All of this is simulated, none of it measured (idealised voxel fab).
process module | voxel self aligned vias
cross-section cut | 175 nm wide | cells 5 nm
A cross-section is a grid of square cells, given in bands from the top down. A band is one or more rows of cells.
Each band's line starts with the height of the band's top and of its bottom, in nm. Then come its materials from left to right, each with its width in nm. One material with "throughout" fills the band from edge to edge. "air" is empty space.
Height 0 is the level under which the wafer as received is all one material. The lowest band goes on downwards, as in "0 down".
A width such as "30 to 40" changes by the same amount from each row of cells to the next, from the band's top row to its bottom row.
"no change" after a step means that no cell of the cross-section changed.
closed voids: empty space of 8 cells or more with no open way to the top, each as width x height at its distance from the left edge, in nm
after a step's settings: what the simulator itself notes on the step
overlay nm, on a step with a mask: how far to the right of its planned place the mask lay; to the left if negative
Each pair below shows a cross-section before one step and the cross-section after it, down to the lowest band that changed. The line under each pair gives the step between them, with its settings. The pairs can come from different runs of this module on the same starting wafer, so a pair continues from the pair above only where its "before" says so.
before
  85 to 65: air 35 | resist 40 | air 100
  65 to 45: air 35 | lowk 40 | air 100
  45 to 35: lowk 40 | SiN 30 | lowk 35 | SiN 30 | lowk 40
  35 to 20: lowk 40 | TiN 5 | W 20 | TiN 5 | lowk 35 | TiN 5 | W 20 | TiN 5 | lowk 40
  20 to 15: lowk 40 | TiN 30 | lowk 35 | TiN 30 | lowk 40
  15 to 10: SiCN throughout
  10 to 0: SiO2 throughout
  0 down: Si throughout
  closed voids: none
after
  85 to 65: air 35 | resist 40 | air 100
  65 to 45: air 35 | lowk 40 | air 100
  45 to 35: lowk 40 | SiN 30 | lowk 35 | air 30 | lowk 40
  below 35: unchanged
  closed voids: none
the step between: op DIRECTIONAL_ETCH | etch materials SiN | depth nm 10
before: the cross-section after the pair above
after
  65 to 45: air 35 | lowk 40 | air 100
  below 45: unchanged
  closed voids: none
the step between: op STRIP | etch materials resist
before: the cross-section after the pair above
after
  70 to 65: air 30 | TiN 50 | air 95
  65 to 50: air 30 | TiN 5 | lowk 40 | TiN 5 | air 95
  50 to 45: TiN 35 | lowk 40 | TiN 35 | air 20 | TiN 45
  45 to 40: lowk 40 | SiN 30 | lowk 35 | TiN 5 | air 20 | TiN 5 | lowk 40
  40 to 35: lowk 40 | SiN 30 | lowk 35 | TiN 30 | lowk 40
  below 35: unchanged
  closed voids: none
the step between: op CONFORMAL_DEP | material TiN | thk nm 5
before: the cross-section after the pair above
after
  80 to 70: Cu throughout
  70 to 65: Cu 30 | TiN 50 | Cu 95
  65 to 50: Cu 30 | TiN 5 | lowk 40 | TiN 5 | Cu 95
  50 to 45: TiN 35 | lowk 40 | TiN 35 | Cu 20 | TiN 45
  45 to 40: lowk 40 | SiN 30 | lowk 35 | TiN 5 | Cu 20 | TiN 5 | lowk 40
  below 40: unchanged
  closed voids: none
the step between: op FILL_DEP | material Cu | thk nm 10
before: the cross-section after the pair above
after
  65 to 50: Cu 30 | TiN 5 | lowk 40 | TiN 5 | Cu 95
  below 50: unchanged
  closed voids: none
the step between: op CMP | height nm 65
before: the cross-section after the pair above
after
  70 to 65: SiN throughout
  below 65: unchanged
  closed voids: none
the step between: op CONFORMAL_DEP | material SiN | thk nm 5
